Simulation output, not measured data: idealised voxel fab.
process module | voxel gate over fins
cross-section cut | 155 nm wide | cells 5 nm
A cross-section is a grid of square cells, given in bands from the top down. A band is one or more rows of cells.
Each band's line starts with the height of the band's top and of its bottom, in nm. Then come its materials from left to right, each with its width in nm. One material with "throughout" fills the band from edge to edge. "air" is empty space.
Height 0 is the level under which the wafer as received is all one material. The lowest band goes on downwards, as in "0 down".
A width such as "30 to 40" changes by the same amount from each row of cells to the next, from the band's top row to its bottom row.
"no change" after a step means that no cell of the cross-section changed.
closed voids: empty space of 8 cells or more with no open way to the top, each as width x height at its distance from the left edge, in nm
after a step's settings: what the simulator itself notes on the step
overlay nm, on a step with a mask: how far to the right of its planned place the mask lay; to the left if negative
plan
1 op RECEIVE | material Si
2 op CONFORMAL_DEP | material SiN | thk nm 10
3 op DIRECTIONAL_DEP | material aC | thk nm 15
4 op PATTERN | tone cover | mask id FINS | material resist | width nm 15 | pitch nm 50 | thk nm 35 | overlay nm 0
5 op DIRECTIONAL_ETCH | etch materials aC | depth nm 15
6 op STRIP | etch materials resist
7 op DIRECTIONAL_ETCH | etch materials SiN | depth nm 10
8 op DIRECTIONAL_ETCH | etch materials Si | depth nm 35
9 op STRIP | etch materials aC
10 op FILL_DEP | material SiO2 | thk nm 5
11 op CMP | height nm 10
12 op DIRECTIONAL_DEP | material aC | thk nm 10
13 op PATTERN | tone open | mask id RAIL | material resist | width nm 15 | thk nm 30 | overlay nm 0
14 op DIRECTIONAL_ETCH | etch materials aC | depth nm 10
15 op STRIP | etch materials resist
16 op DIRECTIONAL_ETCH | etch materials SiO2 | depth nm 40
17 op STRIP | etch materials aC
18 op CONFORMAL_DEP | material TiN | thk nm 5
19 op FILL_DEP | material W | thk nm 5
20 op CMP | height nm 10
21 op SELECTIVE_ETCH | etch materials W Ru TiN | depth nm 25
22 op FILL_DEP | material SiO2 | thk nm 5
23 op CMP | height nm 10
24 op SELECTIVE_ETCH | etch materials SiO2 | depth nm 20
25 op STRIP | etch materials SiN
26 op CONFORMAL_DEP | material HfO2 | thk nm 5
27 op CONFORMAL_DEP | material TiN | thk nm 5
28 op FILL_DEP | material W | thk nm 15
29 op CMP | height nm 20
30 op CONFORMAL_DEP | material SiN | thk nm 10
varied across the wafers: width nm of step 4. The plan shows the first wafer's value. All wafers start alike
first wafer as received, after step 1
  0 down: Si throughout
  closed voids: none
first wafer at the end, after step 30
  30 to 20: SiN throughout
  20 to 10: W throughout
  10 to 5: W 10 | TiN 35 | W 15 | TiN 35 | W 15 | TiN 35 | W 10
  5 to 0: W 10 | TiN 5 | HfO2 25 | TiN 5 | W 15 | TiN 5 | HfO2 25 | TiN 5 | W 15 | TiN 5 | HfO2 25 | TiN 5 | W 10
  0 to -5: TiN 15 | HfO2 5 | Si 15 | HfO2 5 | TiN 25 | HfO2 5 | Si 15 | HfO2 5 | TiN 25 | HfO2 5 | Si 15 | HfO2 5 | TiN 15
  -5 to -10: HfO2 20 | Si 15 | HfO2 35 | Si 15 | HfO2 35 | Si 15 | HfO2 20
  -10 to -15: SiO2 20 | Si 15 | SiO2 35 | Si 15 | SiO2 35 | Si 15 | SiO2 20
  -15 to -25: SiO2 20 | Si 15 | SiO2 10 | TiN 5 | W 5 | TiN 5 | SiO2 10 | Si 15 | SiO2 35 | Si 15 | SiO2 20
  -25 to -30: SiO2 20 | Si 15 | SiO2 10 | TiN 15 | SiO2 10 | Si 15 | SiO2 35 | Si 15 | SiO2 20
  -30 to -35: SiO2 20 | Si 15 | SiO2 35 | Si 15 | SiO2 35 | Si 15 | SiO2 20
  -35 down: Si throughout
  closed voids: none
last wafer at the end
  30 to 20: SiN throughout
  20 to 10: W throughout
  10 to 5: W 5 | TiN 45 | W 5 | TiN 45 | W 5 | TiN 45 | W 5
  5 to 0: W 5 | TiN 5 | HfO2 35 | TiN 5 | W 5 | TiN 5 | HfO2 35 | TiN 5 | W 5 | TiN 5 | HfO2 35 | TiN 5 | W 5
  0 to -5: TiN 10 | HfO2 5 | Si 25 | HfO2 5 | TiN 15 | HfO2 5 | Si 25 | HfO2 5 | TiN 15 | HfO2 5 | Si 25 | HfO2 5 | TiN 10
  -5 to -10: HfO2 15 | Si 25 | HfO2 25 | Si 25 | HfO2 25 | Si 25 | HfO2 15
  -10 to -15: SiO2 15 | Si 25 | SiO2 25 | Si 25 | SiO2 25 | Si 25 | SiO2 15
  -15 to -25: SiO2 15 | Si 25 | SiO2 5 | TiN 5 | W 5 | TiN 5 | SiO2 5 | Si 25 | SiO2 25 | Si 25 | SiO2 15
  -25 to -30: SiO2 15 | Si 25 | SiO2 5 | TiN 15 | SiO2 5 | Si 25 | SiO2 25 | Si 25 | SiO2 15
  -30 to -35: SiO2 15 | Si 25 | SiO2 25 | Si 25 | SiO2 25 | Si 25 | SiO2 15
  -35 down: Si throughout
  closed voids: none
each wafer at the end: cells of each material gained (+) or lost (-) since it was received, then its closed voids
width nm 15 | +43 HfO2 | -154 Si | +62 SiN | +101 SiO2 | +50 TiN | +84 W | closed voids: none
width nm 20 | +43 HfO2 | -133 Si | +62 SiN | +86 SiO2 | +50 TiN | +78 W | closed voids: none
width nm 25 | +43 HfO2 | -112 Si | +62 SiN | +71 SiO2 | +50 TiN | +72 W | closed voids: none
